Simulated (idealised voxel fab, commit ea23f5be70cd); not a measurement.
Proc. module: voxel self aligned contacts
Square cells of 5 nm make up the cross-section cut, whose width is 260 nm.
In this document a cross-section is written as a grid of square cells. It is given as a series of bands, listed from the top down, and a band is one or more rows of cells. The entry gives the band's vertical extent as a top height and a bottom height in nm, then its horizontal make-up as materials from left to right, each with a width in nm. "empty" stands for empty space; a single material marked "throughout" fills the band edge to edge. Height reference: 0 = level under which incoming wafer is all one material. Lowest band: no bottom, runs on downward, e.g. "from 0 down". The expression "30->40" gives the width at the extremes of the band, the first number at its top row of cells and the second at its bottom row, with the width changing by equal amounts from each row to the next in between. Key: "nothing altered" - step with no changed cell in the cross-section. The list in "Closed void inventory" covers empty spaces of 8 cells or more that cannot reach the top through any open way, and it gives each as width x height at distance; the distance is from the left edge, and width, height and distance are in nm. Step line, after settings: the simulator's comment on this step. overlay nm: mask offset rightward from planned place, masked step; negative means leftward offset.

**So here's the lineup of process steps we planned**
1,RECEIVE: material Si
2,CONFORMAL_DEP: material SiO2, thk nm 5
3,DIRECTIONAL_DEP: material polySi, thk nm 30
4,DIRECTIONAL_DEP: material SiN, thk nm 25
5,MASKED_ETCH: tone cover, mask id GATE, width nm 30, pitch nm 75, etch materials SiN, depth nm 25, overlay nm 0
6,MASKED_ETCH: tone cover, mask id GATE, width nm 30, pitch nm 75, etch materials polySi, depth nm 30, overlay nm 0
7,CONFORMAL_DEP: material SiN, thk nm 10
8,DIRECTIONAL_ETCH: etch materials SiN, depth nm 10
9,FILL_DEP: material SiO2, thk nm 15
10,CMP: height nm 65
11,MASKED_ETCH: tone open, mask id CONTACT, width nm 55, etch materials SiO2, depth nm 65, overlay nm 0
12,CONFORMAL_DEP: material TiN, thk nm 5
13,FILL_DEP: material W, thk nm 5
14,CMP: height nm 65
15,CONFORMAL_DEP: material SiN, thk nm 5

**Received-state cross-section, reflecting completion of step 1**
* from 0 down  Si throughout
* Closed void inventory: none

**Here's the cross-section of the first of our two wafers at the end of the module - it ran as planned**
* from 70 to 65  SiN throughout
* from 65 to 60  SiO2=100, then TiN=20, then W=15, then TiN=20, then SiO2=105
* from 60 to 35  SiO2=65, then SiN=50, then TiN=5, then W=15, then TiN=5, then SiN=50, then SiO2=70
* from 35 to 5  SiO2=65, then SiN=10, then polySi=30, then SiN=10, then TiN=5, then W=15, then TiN=5, then SiN=10, then polySi=30, then SiN=10, then SiO2=70
* from 5 to 0  SiO2=115, then TiN=25, then SiO2=120
* from 0 down  Si throughout
* Closed void inventory: none

**Here's the second of our two wafers sectioned at module end. Same start as the first, same plan, but one mistake got made running it**
* from 70 to 65  SiN throughout
* from 65 to 60  SiO2=100, then TiN=20, then W=15, then TiN=20, then SiO2=105
* from 60 to 40  SiO2=65, then SiN=50, then TiN=5, then W=15, then TiN=5, then SiN=50, then SiO2=70
* from 40 to 35  SiO2=65, then SiN=50, then TiN=5, then W=5, then TiN=15, then SiN=50, then SiO2=70
* from 35 to 5  SiO2=55, then SiN=10, then polySi=40, then SiN=10, then TiN=5, then W=5, then TiN=5, then SiN=10, then polySi=40, then SiN=10, then SiO2=70
* from 5 to 0  SiO2=115, then TiN=15, then SiO2=130
* from 0 down  Si throughout
* Closed void inventory: none
In executing the process, a mistake was made relative to the plan: contrary to plan, step 6 was performed as MASKED_ETCH: tone cover, mask id GATE, width nm 30, pitch nm 75, etch materials polySi, depth nm 30, overlay nm -10
Wafer comparison, final, in cells, second relative to first, materials more or fewer: SiO2: 10 fewer, W: 14 fewer, polySi: 24 more
